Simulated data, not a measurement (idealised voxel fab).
process module | voxel local oxidation
cross-section cut | 285 nm wide | cells 5 nm
A cross-section is a grid of square cells, given in bands from the top down. A band is one or more rows of cells.
Each band's line starts with the height of the band's top and of its bottom, in nm. Then come its materials from left to right, each with its width in nm. One material with "throughout" fills the band from edge to edge. "air" is empty space.
Height 0 is the level under which the wafer as received is all one material. The lowest band goes on downwards, as in "0 down".
A width such as "30 to 40" changes by the same amount from each row of cells to the next, from the band's top row to its bottom row.
"no change" after a step means that no cell of the cross-section changed.
closed voids: empty space of 8 cells or more with no open way to the top, each as width x height at its distance from the left edge, in nm
after a step's settings: what the simulator itself notes on the step
overlay nm, on a step with a mask: how far to the right of its planned place the mask lay; to the left if negative
plan
1 op RECEIVE | material Si
2 op CONFORMAL_DEP | material SiO2 | thk nm 5
3 op CONFORMAL_DEP | material SiN | thk nm 10
4 op MASKED_ETCH | tone cover | mask id ACTIVE | width nm 110 | etch materials SiN | depth nm 10 | overlay nm 0
5 op SELECTIVE_ETCH | etch materials SiO2 | depth nm 5
6 op OXIDIZE | depth nm 15
7 op STRIP | etch materials SiN
first wafer, as planned
as received, after step 1
  0 down: Si throughout
  closed voids: none
after step 2
  5 to 0: SiO2 throughout
  below 0: unchanged
after step 3
  15 to 5: SiN throughout
  below 5: unchanged
after step 4
  15 to 5: air 85 | SiN 110 | air 90
  below 5: unchanged
after step 5
  15 to 5: air 85 | SiN 110 | air 90
  5 to 0: air 90 | SiO2 100 | air 95
  below 0: unchanged
after step 6
  15 to 5: air 85 | SiN 110 | air 90
  5 to 0: air 90 | SiO2 100 | air 95
  0 to -15: SiO2 105 | Si 70 | SiO2 110
  below -15: unchanged
after step 7
  5 to 0: air 90 | SiO2 100 | air 95
  below 0: unchanged
second wafer: like start, like plan, one mistake. Through step 3 it matches the first wafer
when step 4 should have ended
  15 to 5: SiN 85 | air 110 | SiN 90
  below 5: unchanged
when step 5 should have ended
  15 to 5: SiN 85 | air 110 | SiN 90
  5 to 0: SiO2 80 | air 120 | SiO2 85
  below 0: unchanged
when step 6 should have ended
  15 to 5: SiN 85 | air 110 | SiN 90
  5 to 0: SiO2 80 | air 120 | SiO2 85
  0 to -15: Si 65 | SiO2 150 | Si 70
  below -15: unchanged
when step 7 should have ended
  5 to 0: SiO2 80 | air 120 | SiO2 85
  below 0: unchanged
what went wrong: step 4 ran as: op MASKED_ETCH | tone open | mask id ACTIVE | width nm 110 | etch materials SiN | depth nm 10 | overlay nm 0
at the end the second wafer has, in cells: 39 more of Si | 26 fewer of SiO2
